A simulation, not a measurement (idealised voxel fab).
process module | voxel transistor to metal
cross-section cut | 195 nm wide | cells 5 nm
A cross-section is a grid of square cells, given in bands from the top down. A band is one or more rows of cells.
Each band's line starts with the height of the band's top and of its bottom, in nm. Then come its materials from left to right, each with its width in nm. One material with "throughout" fills the band from edge to edge. "air" is empty space.
Height 0 is the level under which the wafer as received is all one material. The lowest band goes on downwards, as in "0 down".
A width such as "30 to 40" changes by the same amount from each row of cells to the next, from the band's top row to its bottom row.
"no change" after a step means that no cell of the cross-section changed.
closed voids: empty space of 8 cells or more with no open way to the top, each as width x height at its distance from the left edge, in nm
after a step's settings: what the simulator itself notes on the step
overlay nm, on a step with a mask: how far to the right of its planned place the mask lay; to the left if negative
plan
1 op RECEIVE | material Si
2 op CONFORMAL_DEP | material SiO2 | thk nm 5
3 op CONFORMAL_DEP | material SiN | thk nm 15
4 op PATTERN | tone cover | mask id ACTIVE | material resist | width nm 115 | thk nm 15 | overlay nm 0
5 op DIRECTIONAL_ETCH | etch materials SiN | depth nm 15
6 op DIRECTIONAL_ETCH | etch materials SiO2 | depth nm 5
7 op DIRECTIONAL_ETCH | etch materials Si | depth nm 35
8 op STRIP | etch materials resist
9 op OXIDIZE | depth nm 5
10 op FILL_DEP | material SiO2 | thk nm 5
11 op CMP | height nm 20
12 op SELECTIVE_ETCH | etch materials SiO2 | depth nm 10
13 op STRIP | etch materials SiN
14 op SELECTIVE_ETCH | etch materials SiO2 | depth nm 5
15 op OXIDIZE | depth nm 5
16 op DIRECTIONAL_DEP | material polySi | thk nm 30
17 op DIRECTIONAL_DEP | material SiCN | thk nm 15
18 op PATTERN | tone cover | mask id GATE | material resist | width nm 35 | thk nm 15 | overlay nm 0
19 op DIRECTIONAL_ETCH | etch materials SiCN | depth nm 25
20 op DIRECTIONAL_ETCH | etch materials polySi | depth nm 40
21 op STRIP | etch materials resist
22 op CONFORMAL_DEP | material SiN | thk nm 5
23 op DIRECTIONAL_ETCH | etch materials SiN | depth nm 5
24 op DIRECTIONAL_ETCH | etch materials SiO2 | depth nm 5
25 op DIRECTIONAL_ETCH | etch materials Si | depth nm 15
26 op EPI | material nSi | thk nm 20
27 op FILL_DEP | material SiO2 | thk nm 5
28 op CMP | height nm 30
29 op STRIP | etch materials polySi
30 op SELECTIVE_ETCH | etch materials SiO2 | depth nm 5
31 op CONFORMAL_DEP | material HfO2 | thk nm 5
32 op CONFORMAL_DEP | material TiN | thk nm 5
33 op FILL_DEP | material W | thk nm 10
34 op CMP | height nm 25
35 op DIRECTIONAL_DEP | material SiO2 | thk nm 15
36 op DIRECTIONAL_DEP | material aC | thk nm 15
37 op PATTERN | tone open | mask id CONTACT | material resist | width nm 15 | pitch nm 90 | thk nm 35 | overlay nm 0
38 op DIRECTIONAL_ETCH | etch materials aC | depth nm 15
39 op STRIP | etch materials resist
40 op DIRECTIONAL_ETCH | etch materials SiO2 | depth nm 40
41 op STRIP | etch materials aC
42 op CONFORMAL_DEP | material TiN | thk nm 5
43 op FILL_DEP | material W | thk nm 5
44 op CMP | height nm 40
45 op CONFORMAL_DEP | material SiCN | thk nm 5
46 op DIRECTIONAL_DEP | material SiO2 | thk nm 20
47 op PATTERN | tone open | mask id METAL_1 | material resist | width nm 15 | pitch nm 90 | thk nm 20 | overlay nm 0
48 op DIRECTIONAL_ETCH | etch materials SiO2 | depth nm 20
49 op DIRECTIONAL_ETCH | etch materials SiCN | depth nm 5
50 op STRIP | etch materials resist
51 op CONFORMAL_DEP | material TiN | thk nm 5
52 op FILL_DEP | material Cu | thk nm 10
53 op CMP | height nm 65
54 op EPI | material Ru | thk nm 5
55 op FILL_DEP | material SiCN | thk nm 5
56 op DIRECTIONAL_DEP | material SiO2 | thk nm 25
57 op PATTERN | tone open | mask id METAL_2 | material resist | width nm 15 | pitch nm 90 | thk nm 20 | overlay nm 0
58 op DIRECTIONAL_ETCH | etch materials SiO2 | depth nm 15
59 op STRIP | etch materials resist
60 op MASKED_ETCH | tone open | mask id METAL_2_HOLES | width nm 15 | pitch nm 90 | etch materials SiO2 | depth nm 10 | overlay nm 0
61 op MASKED_ETCH | tone open | mask id METAL_2_HOLES | width nm 15 | pitch nm 90 | etch materials SiCN | depth nm 5 | overlay nm 0
62 op CONFORMAL_DEP | material TiN | thk nm 5
63 op FILL_DEP | material Cu | thk nm 10
64 op CMP | height nm 100
65 op CONFORMAL_DEP | material SiN | thk nm 5
first wafer, as planned
as received, after step 1
  0 down: Si throughout
  closed voids: none
after step 2
  5 to 0: SiO2 throughout
  below 0: unchanged
after step 3
  20 to 5: SiN throughout
  below 5: unchanged
after step 4
  35 to 20: air 40 | resist 115 | air 40
  below 20: unchanged
after step 5
  35 to 20: air 40 | resist 115 | air 40
  20 to 5: air 40 | SiN 115 | air 40
  below 5: unchanged
after step 6
  35 to 20: air 40 | resist 115 | air 40
  20 to 5: air 40 | SiN 115 | air 40
  5 to 0: air 40 | SiO2 115 | air 40
  below 0: unchanged
after step 7
  35 to 20: air 40 | resist 115 | air 40
  20 to 5: air 40 | SiN 115 | air 40
  5 to 0: air 40 | SiO2 115 | air 40
  0 to -35: air 40 | Si 115 | air 40
  below -35: unchanged
after step 8
  20 to 5: air 40 | SiN 115 | air 40
  below 5: unchanged
after step 9
  20 to 5: air 40 | SiN 115 | air 40
  5 to 0: air 40 | SiO2 115 | air 40
  0 to -35: air 40 | SiO2 5 | Si 105 | SiO2 5 | air 40
  -35 to -40: SiO2 45 | Si 105 | SiO2 45
  below -40: unchanged
after step 10
  25 to 20: SiO2 throughout
  20 to 5: SiO2 40 | SiN 115 | SiO2 40
  5 to 0: SiO2 throughout
  0 to -40: SiO2 45 | Si 105 | SiO2 45
  below -40: unchanged
after step 11
  20 to 5: SiO2 40 | SiN 115 | SiO2 40
  below 5: unchanged
after step 12
  20 to 10: air 40 | SiN 115 | air 40
  below 10: unchanged
after step 13
  10 to 5: SiO2 40 | air 115 | SiO2 40
  below 5: unchanged
after step 14
  5 to 0: SiO2 35 | air 125 | SiO2 35
  below 0: unchanged
after step 15
  5 to 0: SiO2 35 | air 125 | SiO2 35
  0 to -5: SiO2 throughout
  below -5: unchanged
after step 16
  35 to 30: polySi 35 | air 125 | polySi 35
  30 to 5: polySi throughout
  5 to 0: SiO2 35 | polySi 125 | SiO2 35
  below 0: unchanged
after step 17
  50 to 45: SiCN 35 | air 125 | SiCN 35
  45 to 35: SiCN throughout
  35 to 30: polySi 35 | SiCN 125 | polySi 35
  below 30: unchanged
after step 18
  65 to 50: air 80 | resist 35 | air 80
  50 to 45: SiCN 35 | air 45 | resist 35 | air 45 | SiCN 35
  below 45: unchanged
after step 19
  65 to 45: air 80 | resist 35 | air 80
  45 to 35: air 80 | SiCN 35 | air 80
  35 to 30: polySi 35 | air 45 | SiCN 35 | air 45 | polySi 35
  below 30: unchanged
after step 20
  65 to 45: air 80 | resist 35 | air 80
  45 to 30: air 80 | SiCN 35 | air 80
  30 to 5: air 80 | polySi 35 | air 80
  5 to 0: SiO2 35 | air 45 | polySi 35 | air 45 | SiO2 35
  below 0: unchanged
after step 21
  45 to 30: air 80 | SiCN 35 | air 80
  below 30: unchanged
after step 22
  50 to 45: air 75 | SiN 45 | air 75
  45 to 30: air 75 | SiN 5 | SiCN 35 | SiN 5 | air 75
  30 to 10: air 75 | SiN 5 | polySi 35 | SiN 5 | air 75
  10 to 5: SiN 40 | air 35 | SiN 5 | polySi 35 | SiN 5 | air 35 | SiN 40
  5 to 0: SiO2 35 | SiN 45 | polySi 35 | SiN 45 | SiO2 35
  below 0: unchanged
after step 23
  45 to 30: air 75 | SiN 5 | SiCN 35 | SiN 5 | air 75
  30 to 5: air 75 | SiN 5 | polySi 35 | SiN 5 | air 75
  5 to 0: SiO2 35 | SiN 5 | air 35 | SiN 5 | polySi 35 | SiN 5 | air 35 | SiN 5 | SiO2 35
  below 0: unchanged
after step 24
  45 to 30: air 75 | SiN 5 | SiCN 35 | SiN 5 | air 75
  30 to 5: air 75 | SiN 5 | polySi 35 | SiN 5 | air 75
  5 to 0: air 35 | SiN 5 | air 35 | SiN 5 | polySi 35 | SiN 5 | air 35 | SiN 5 | air 35
  0 to -5: SiO2 40 | air 35 | SiO2 45 | air 35 | SiO2 40
  below -5: unchanged
after step 25
  45 to 30: air 75 | SiN 5 | SiCN 35 | SiN 5 | air 75
  30 to 5: air 75 | SiN 5 | polySi 35 | SiN 5 | air 75
  5 to 0: air 35 | SiN 5 | air 35 | SiN 5 | polySi 35 | SiN 5 | air 35 | SiN 5 | air 35
  0 to -5: SiO2 40 | air 35 | SiO2 45 | air 35 | SiO2 40
  -5 to -20: SiO2 45 | air 30 | Si 45 | air 30 | SiO2 45
  below -20: unchanged
after step 26
  45 to 30: air 75 | SiN 5 | SiCN 35 | SiN 5 | air 75
  30 to 15: air 75 | SiN 5 | polySi 35 | SiN 5 | air 75
  15 to 5: air 55 | nSi 20 | SiN 5 | polySi 35 | SiN 5 | nSi 20 | air 55
  5 to 0: air 35 | SiN 5 | air 15 | nSi 20 | SiN 5 | polySi 35 | SiN 5 | nSi 20 | air 15 | SiN 5 | air 35
  0 to -5: SiO2 40 | nSi 35 | SiO2 45 | nSi 35 | SiO2 40
  -5 to -20: SiO2 45 | nSi 30 | Si 45 | nSi 30 | SiO2 45
  below -20: unchanged
after step 27
  50 to 45: SiO2 throughout
  45 to 30: SiO2 75 | SiN 5 | SiCN 35 | SiN 5 | SiO2 75
  30 to 15: SiO2 75 | SiN 5 | polySi 35 | SiN 5 | SiO2 75
  15 to 5: SiO2 55 | nSi 20 | SiN 5 | polySi 35 | SiN 5 | nSi 20 | SiO2 55
  5 to 0: SiO2 35 | SiN 5 | SiO2 15 | nSi 20 | SiN 5 | polySi 35 | SiN 5 | nSi 20 | SiO2 15 | SiN 5 | SiO2 35
  below 0: unchanged
after step 28
  30 to 15: SiO2 75 | SiN 5 | polySi 35 | SiN 5 | SiO2 75
  below 15: unchanged
after step 29
  30 to 15: SiO2 75 | SiN 5 | air 35 | SiN 5 | SiO2 75
  15 to 5: SiO2 55 | nSi 20 | SiN 5 | air 35 | SiN 5 | nSi 20 | SiO2 55
  5 to 0: SiO2 35 | SiN 5 | SiO2 15 | nSi 20 | SiN 5 | air 35 | SiN 5 | nSi 20 | SiO2 15 | SiN 5 | SiO2 35
  below 0: unchanged
after step 30
  30 to 25: air 75 | SiN 5 | air 35 | SiN 5 | air 75
  25 to 15: SiO2 75 | SiN 5 | air 35 | SiN 5 | SiO2 75
  15 to 5: SiO2 55 | nSi 20 | SiN 5 | air 35 | SiN 5 | nSi 20 | SiO2 55
  5 to 0: SiO2 35 | SiN 5 | SiO2 15 | nSi 20 | SiN 5 | air 35 | SiN 5 | nSi 20 | SiO2 15 | SiN 5 | SiO2 35
  0 to -5: SiO2 40 | nSi 35 | air 45 | nSi 35 | SiO2 40
  below -5: unchanged
after step 31
  35 to 30: air 70 | HfO2 15 | air 25 | HfO2 15 | air 70
  30 to 25: HfO2 75 | SiN 5 | HfO2 5 | air 25 | HfO2 5 | SiN 5 | HfO2 75
  25 to 15: SiO2 75 | SiN 5 | HfO2 5 | air 25 | HfO2 5 | SiN 5 | SiO2 75
  15 to 5: SiO2 55 | nSi 20 | SiN 5 | HfO2 5 | air 25 | HfO2 5 | SiN 5 | nSi 20 | SiO2 55
  5 to 0: SiO2 35 | SiN 5 | SiO2 15 | nSi 20 | SiN 5 | HfO2 5 | air 25 | HfO2 5 | SiN 5 | nSi 20 | SiO2 15 | SiN 5 | SiO2 35
  0 to -5: SiO2 40 | nSi 35 | HfO2 45 | nSi 35 | SiO2 40
  below -5: unchanged
after step 32
  40 to 35: air 65 | TiN 25 | air 15 | TiN 25 | air 65
  35 to 30: TiN 70 | HfO2 15 | TiN 5 | air 15 | TiN 5 | HfO2 15 | TiN 70
  30 to 25: HfO2 75 | SiN 5 | HfO2 5 | TiN 5 | air 15 | TiN 5 | HfO2 5 | SiN 5 | HfO2 75
  25 to 15: SiO2 75 | SiN 5 | HfO2 5 | TiN 5 | air 15 | TiN 5 | HfO2 5 | SiN 5 | SiO2 75
  15 to 5: SiO2 55 | nSi 20 | SiN 5 | HfO2 5 | TiN 5 | air 15 | TiN 5 | HfO2 5 | SiN 5 | nSi 20 | SiO2 55
  5 to 0: SiO2 35 | SiN 5 | SiO2 15 | nSi 20 | SiN 5 | HfO2 5 | TiN 25 | HfO2 5 | SiN 5 | nSi 20 | SiO2 15 | SiN 5 | SiO2 35
  below 0: unchanged
after step 33
  50 to 40: W throughout
  40 to 35: W 65 | TiN 25 | W 15 | TiN 25 | W 65
  35 to 30: TiN 70 | HfO2 15 | TiN 5 | W 15 | TiN 5 | HfO2 15 | TiN 70
  30 to 25: HfO2 75 | SiN 5 | HfO2 5 | TiN 5 | W 15 | TiN 5 | HfO2 5 | SiN 5 | HfO2 75
  25 to 15: SiO2 75 | SiN 5 | HfO2 5 | TiN 5 | W 15 | TiN 5 | HfO2 5 | SiN 5 | SiO2 75
  15 to 5: SiO2 55 | nSi 20 | SiN 5 | HfO2 5 | TiN 5 | W 15 | TiN 5 | HfO2 5 | SiN 5 | nSi 20 | SiO2 55
  below 5: unchanged
after step 34
  25 to 15: SiO2 75 | SiN 5 | HfO2 5 | TiN 5 | W 15 | TiN 5 | HfO2 5 | SiN 5 | SiO2 75
  below 15: unchanged
after step 35
  40 to 25: SiO2 throughout
  below 25: unchanged
after step 36
  55 to 40: aC throughout
  below 40: unchanged
after step 37
  90 to 55: resist 45 | air 15 | resist 75 | air 15 | resist 45
  below 55: unchanged
after step 38
  75 to 55: resist 45 | air 15 | resist 75 | air 15 | resist 45
  55 to 40: aC 45 | air 15 | aC 75 | air 15 | aC 45
  below 40: unchanged
after step 39
  55 to 40: aC 45 | air 15 | aC 75 | air 15 | aC 45
  below 40: unchanged
after step 40
  55 to 40: aC 45 | air 15 | aC 75 | air 15 | aC 45
  40 to 25: SiO2 45 | air 15 | SiO2 75 | air 15 | SiO2 45
  25 to 15: SiO2 45 | air 15 | SiO2 15 | SiN 5 | HfO2 5 | TiN 5 | W 15 | TiN 5 | HfO2 5 | SiN 5 | SiO2 15 | air 15 | SiO2 45
  15 to 5: SiO2 45 | air 10 | nSi 20 | SiN 5 | HfO2 5 | TiN 5 | W 15 | TiN 5 | HfO2 5 | SiN 5 | nSi 20 | air 10 | SiO2 45
  5 to 0: SiO2 35 | SiN 5 | SiO2 5 | air 10 | nSi 20 | SiN 5 | HfO2 5 | TiN 25 | HfO2 5 | SiN 5 | nSi 20 | air 10 | SiO2 5 | SiN 5 | SiO2 35
  below 0: unchanged
after step 41
  40 to 25: SiO2 45 | air 15 | SiO2 75 | air 15 | SiO2 45
  below 25: unchanged
after step 42
  45 to 40: TiN 50 | air 5 | TiN 85 | air 5 | TiN 50
  40 to 25: SiO2 45 | TiN 5 | air 5 | TiN 5 | SiO2 75 | TiN 5 | air 5 | TiN 5 | SiO2 45
  25 to 20: SiO2 45 | TiN 5 | air 5 | TiN 5 | SiO2 15 | SiN 5 | HfO2 5 | TiN 5 | W 15 | TiN 5 | HfO2 5 | SiN 5 | SiO2 15 | TiN 5 | air 5 | TiN 5 | SiO2 45
  20 to 15: SiO2 45 | TiN 15 | SiO2 15 | SiN 5 | HfO2 5 | TiN 5 | W 15 | TiN 5 | HfO2 5 | SiN 5 | SiO2 15 | TiN 15 | SiO2 45
  15 to 5: SiO2 45 | TiN 10 | nSi 20 | SiN 5 | HfO2 5 | TiN 5 | W 15 | TiN 5 | HfO2 5 | SiN 5 | nSi 20 | TiN 10 | SiO2 45
  5 to 0: SiO2 35 | SiN 5 | SiO2 5 | TiN 10 | nSi 20 | SiN 5 | HfO2 5 | TiN 25 | HfO2 5 | SiN 5 | nSi 20 | TiN 10 | SiO2 5 | SiN 5 | SiO2 35
  below 0: unchanged
after step 43
  50 to 45: W throughout
  45 to 40: TiN 50 | W 5 | TiN 85 | W 5 | TiN 50
  40 to 25: SiO2 45 | TiN 5 | W 5 | TiN 5 | SiO2 75 | TiN 5 | W 5 | TiN 5 | SiO2 45
  25 to 20: SiO2 45 | TiN 5 | W 5 | TiN 5 | SiO2 15 | SiN 5 | HfO2 5 | TiN 5 | W 15 | TiN 5 | HfO2 5 | SiN 5 | SiO2 15 | TiN 5 | W 5 | TiN 5 | SiO2 45
  below 20: unchanged
after step 44
  40 to 25: SiO2 45 | TiN 5 | W 5 | TiN 5 | SiO2 75 | TiN 5 | W 5 | TiN 5 | SiO2 45
  below 25: unchanged
after step 45
  45 to 40: SiCN throughout
  below 40: unchanged
after step 46
  65 to 45: SiO2 throughout
  below 45: unchanged
after step 47
  85 to 65: resist 45 | air 15 | resist 75 | air 15 | resist 45
  below 65: unchanged
after step 48
  85 to 65: resist 45 | air 15 | resist 75 | air 15 | resist 45
  65 to 45: SiO2 45 | air 15 | SiO2 75 | air 15 | SiO2 45
  below 45: unchanged
after step 49
  85 to 65: resist 45 | air 15 | resist 75 | air 15 | resist 45
  65 to 45: SiO2 45 | air 15 | SiO2 75 | air 15 | SiO2 45
  45 to 40: SiCN 45 | air 15 | SiCN 75 | air 15 | SiCN 45
  below 40: unchanged
after step 50
  65 to 45: SiO2 45 | air 15 | SiO2 75 | air 15 | SiO2 45
  below 45: unchanged
after step 51
  70 to 65: TiN 50 | air 5 | TiN 85 | air 5 | TiN 50
  65 to 45: SiO2 45 | TiN 5 | air 5 | TiN 5 | SiO2 75 | TiN 5 | air 5 | TiN 5 | SiO2 45
  45 to 40: SiCN 45 | TiN 15 | SiCN 75 | TiN 15 | SiCN 45
  below 40: unchanged
after step 52
  80 to 70: Cu throughout
  70 to 65: TiN 50 | Cu 5 | TiN 85 | Cu 5 | TiN 50
  65 to 45: SiO2 45 | TiN 5 | Cu 5 | TiN 5 | SiO2 75 | TiN 5 | Cu 5 | TiN 5 | SiO2 45
  below 45: unchanged
after step 53
  65 to 45: SiO2 45 | TiN 5 | Cu 5 | TiN 5 | SiO2 75 | TiN 5 | Cu 5 | TiN 5 | SiO2 45
  below 45: unchanged
after step 54
  70 to 65: air 40 | Ru 25 | air 65 | Ru 25 | air 40
  below 65: unchanged
after step 55
  75 to 70: SiCN throughout
  70 to 65: SiCN 40 | Ru 25 | SiCN 65 | Ru 25 | SiCN 40
  below 65: unchanged
after step 56
  100 to 75: SiO2 throughout
  below 75: unchanged
after step 57
  120 to 100: resist 45 | air 15 | resist 75 | air 15 | resist 45
  below 100: unchanged
after step 58
  120 to 100: resist 45 | air 15 | resist 75 | air 15 | resist 45
  100 to 85: SiO2 45 | air 15 | SiO2 75 | air 15 | SiO2 45
  below 85: unchanged
after step 59
  100 to 85: SiO2 45 | air 15 | SiO2 75 | air 15 | SiO2 45
  below 85: unchanged
after step 60
  100 to 75: SiO2 45 | air 15 | SiO2 75 | air 15 | SiO2 45
  below 75: unchanged
after step 61
  100 to 75: SiO2 45 | air 15 | SiO2 75 | air 15 | SiO2 45
  75 to 70: SiCN 45 | air 15 | SiCN 75 | air 15 | SiCN 45
  below 70: unchanged
after step 62
  105 to 100: TiN 50 | air 5 | TiN 85 | air 5 | TiN 50
  100 to 75: SiO2 45 | TiN 5 | air 5 | TiN 5 | SiO2 75 | TiN 5 | air 5 | TiN 5 | SiO2 45
  75 to 70: SiCN 45 | TiN 15 | SiCN 75 | TiN 15 | SiCN 45
  below 70: unchanged
after step 63
  115 to 105: Cu throughout
  105 to 100: TiN 50 | Cu 5 | TiN 85 | Cu 5 | TiN 50
  100 to 75: SiO2 45 | TiN 5 | Cu 5 | TiN 5 | SiO2 75 | TiN 5 | Cu 5 | TiN 5 | SiO2 45
  below 75: unchanged
after step 64
  100 to 75: SiO2 45 | TiN 5 | Cu 5 | TiN 5 | SiO2 75 | TiN 5 | Cu 5 | TiN 5 | SiO2 45
  below 75: unchanged
after step 65
  105 to 100: SiN throughout
  below 100: unchanged
second wafer: like start, like plan, one mistake. Through step 56 it matches the first wafer
when step 57 should have ended
  120 to 100: resist 45 | air 20 | resist 70 | air 20 | resist 40
  below 100: unchanged
when step 58 should have ended
  120 to 100: resist 45 | air 20 | resist 70 | air 20 | resist 40
  100 to 85: SiO2 45 | air 20 | SiO2 70 | air 20 | SiO2 40
  below 85: unchanged
when step 59 should have ended
  100 to 85: SiO2 45 | air 20 | SiO2 70 | air 20 | SiO2 40
  below 85: unchanged
when step 60 should have ended
  100 to 85: SiO2 45 | air 20 | SiO2 70 | air 20 | SiO2 40
  85 to 75: SiO2 45 | air 15 | SiO2 75 | air 15 | SiO2 45
  below 75: unchanged
when step 61 should have ended
  100 to 85: SiO2 45 | air 20 | SiO2 70 | air 20 | SiO2 40
  85 to 75: SiO2 45 | air 15 | SiO2 75 | air 15 | SiO2 45
  75 to 70: SiCN 45 | air 15 | SiCN 75 | air 15 | SiCN 45
  below 70: unchanged
when step 62 should have ended
  105 to 100: TiN 50 | air 10 | TiN 80 | air 10 | TiN 45
  100 to 90: SiO2 45 | TiN 5 | air 10 | TiN 5 | SiO2 70 | TiN 5 | air 10 | TiN 5 | SiO2 40
  90 to 85: SiO2 45 | TiN 5 | air 5 | TiN 10 | SiO2 70 | TiN 5 | air 5 | TiN 10 | SiO2 40
  85 to 75: SiO2 45 | TiN 5 | air 5 | TiN 5 | SiO2 75 | TiN 5 | air 5 | TiN 5 | SiO2 45
  75 to 70: SiCN 45 | TiN 15 | SiCN 75 | TiN 15 | SiCN 45
  below 70: unchanged
when step 63 should have ended
  115 to 105: Cu throughout
  105 to 100: TiN 50 | Cu 10 | TiN 80 | Cu 10 | TiN 45
  100 to 90: SiO2 45 | TiN 5 | Cu 10 | TiN 5 | SiO2 70 | TiN 5 | Cu 10 | TiN 5 | SiO2 40
  90 to 85: SiO2 45 | TiN 5 | Cu 5 | TiN 10 | SiO2 70 | TiN 5 | Cu 5 | TiN 10 | SiO2 40
  85 to 75: SiO2 45 | TiN 5 | Cu 5 | TiN 5 | SiO2 75 | TiN 5 | Cu 5 | TiN 5 | SiO2 45
  below 75: unchanged
when step 64 should have ended
  100 to 90: SiO2 45 | TiN 5 | Cu 10 | TiN 5 | SiO2 70 | TiN 5 | Cu 10 | TiN 5 | SiO2 40
  below 90: unchanged
when step 65 should have ended
  105 to 100: SiN throughout
  below 100: unchanged
what went wrong: step 57 ran as: op PATTERN | tone open | mask id METAL_2 | material resist | width nm 20 | pitch nm 90 | thk nm 20 | overlay nm 0
at the end the second wafer has, in cells: 4 more of Cu | 6 fewer of SiO2 | 2 more of TiN
